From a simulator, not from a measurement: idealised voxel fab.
Documented hereafter: the process module known as voxel ribs on slabs.
This is section cut - it's 270 nm across, gridded in 5 nm square cells.
Cross-section, as written here: a square-cell grid given band by band from the top down, where a band holds one or more rows of cells.
Quick guide to a band line: top height, bottom height (nm) up front; then every material left to right with its width in nm. Only one material and it's marked "everywhere"? Then it fills the band edge to edge. And "air" just means empty space.
A quick word on heights: they are counted from 0, and under that level the wafer as it came to us is one material throughout. The lowest band is different from the rest in having no bottom; it simply continues downward, written as in "0 and below".
Graded width ("30 to 40"): value in top row of band = first number; value in bottom row = second number; row-to-row change constant.
It should be understood that the words "stayed the same", when stated for a given step, signify that the cross-section underwent no change in any of its cells during that step.
"Sealed internal voids" means: voids of 8 cells or more that are shut off from the top with no open way through. Written width x height at distance, distance from the left edge, in nm.
Anything after a step's settings on that line? It's the simulator's own note about the step.
overlay nm: where the mask lay relative to plan, measured to the right, on steps with a mask; negatives go left.
Plan
| 1 | RECEIVE | material Si |
| 2 | DIRECTIONAL_DEP | material SiO2 | thk nm 30 |
| 3 | DIRECTIONAL_DEP | material SiN | thk nm 20 |
| 4 | DIRECTIONAL_DEP | material aC | thk nm 10 |
| 5 | PATTERN | tone cover | mask id RIB | material resist | width nm 15 | thk nm 30 | overlay nm 0 |
| 6 | DIRECTIONAL_ETCH | etch materials aC | depth nm 10 |
| 7 | STRIP | etch materials resist |
| 8 | DIRECTIONAL_ETCH | etch materials SiN | depth nm 15 |
| 9 | STRIP | etch materials aC |
| 10 | MASKED_ETCH | tone cover | mask id SLAB | width nm 75 | etch materials SiN | depth nm 5 | overlay nm 0 |
| 11 | FILL_DEP | material SiO2 | thk nm 25 |
| 12 | CMP | height nm 70 |
| 13 | DIRECTIONAL_DEP | material W | thk nm 5 |
| 14 | MASKED_ETCH | tone cover | mask id HEATER | width nm 25 | etch materials W | depth nm 5 | overlay nm 0 |
| 15 | CONFORMAL_DEP | material SiO2 | thk nm 5 |
Run as planned: first of two wafers
Wafer at receipt (post step 1), cross-section
    0 and below: Si everywhere
    Sealed internal voids: none
Upon completion of step 2, the wafer appears in cross-section as shown
    30 down to 0: SiO2 everywhere
    below 0: unchanged
Upon completion of step 3, the wafer appears in cross-section as shown
    50 down to 30: SiN everywhere
    below 30: unchanged
Upon completion of step 4, the wafer appears in cross-section as shown
    60 down to 50: aC everywhere
    below 50: unchanged
Upon completion of step 5, the wafer appears in cross-section as shown
    90 down to 60: air (125); resist (15); air (130)
    below 60: unchanged
Upon completion of step 6, the wafer appears in cross-section as shown
    80 down to 60: air (125); resist (15); air (130)
    60 down to 50: air (125); aC (15); air (130)
    below 50: unchanged
Upon completion of step 7, the wafer appears in cross-section as shown
    60 down to 50: air (125); aC (15); air (130)
    below 50: unchanged
Upon completion of step 8, the wafer appears in cross-section as shown
    60 down to 50: air (125); aC (15); air (130)
    50 down to 35: air (125); SiN (15); air (130)
    below 35: unchanged
Upon completion of step 9, the wafer appears in cross-section as shown
    50 down to 35: air (125); SiN (15); air (130)
    below 35: unchanged
Upon completion of step 10, the wafer appears in cross-section as shown
    50 down to 35: air (125); SiN (15); air (130)
    35 down to 30: air (95); SiN (75); air (100)
    below 30: unchanged
Upon completion of step 11, the wafer appears in cross-section as shown
    75 down to 50: SiO2 everywhere
    50 down to 35: SiO2 (125); SiN (15); SiO2 (130)
    35 down to 30: SiO2 (95); SiN (75); SiO2 (100)
    below 30: unchanged
Upon completion of step 12, the wafer appears in cross-section as shown
    70 down to 50: SiO2 everywhere
    below 50: unchanged
Upon completion of step 13, the wafer appears in cross-section as shown
    75 down to 70: W everywhere
    below 70: unchanged
Upon completion of step 14, the wafer appears in cross-section as shown
    75 down to 70: air (120); W (25); air (125)
    below 70: unchanged
Upon completion of step 15, the wafer appears in cross-section as shown
    80 down to 75: air (115); SiO2 (35); air (120)
    75 down to 70: SiO2 (120); W (25); SiO2 (125)
    below 70: unchanged
Second Wafer (Identical Start and Plan, One Processing Error; Matches First Wafer Through Step 13)
Cross-sectional representation of the second wafer at the time designated in the plan for the completion of step 14
    75 down to 70: air (125); W (25); air (120)
    below 70: unchanged
Cross-sectional representation of the second wafer at the time designated in the plan for the completion of step 15
    80 down to 75: air (120); SiO2 (35); air (115)
    75 down to 70: SiO2 (125); W (25); SiO2 (120)
    below 70: unchanged
What broke from the plan during processing? it should be noted that step 14 was executed with settings other than those planned, the operation and settings actually applied being MASKED_ETCH | tone cover | mask id HEATER | width nm 25 | etch materials W | depth nm 5 | overlay nm 5
The two final wafers agree on how many cells each material fills and disagree on which cells those are.
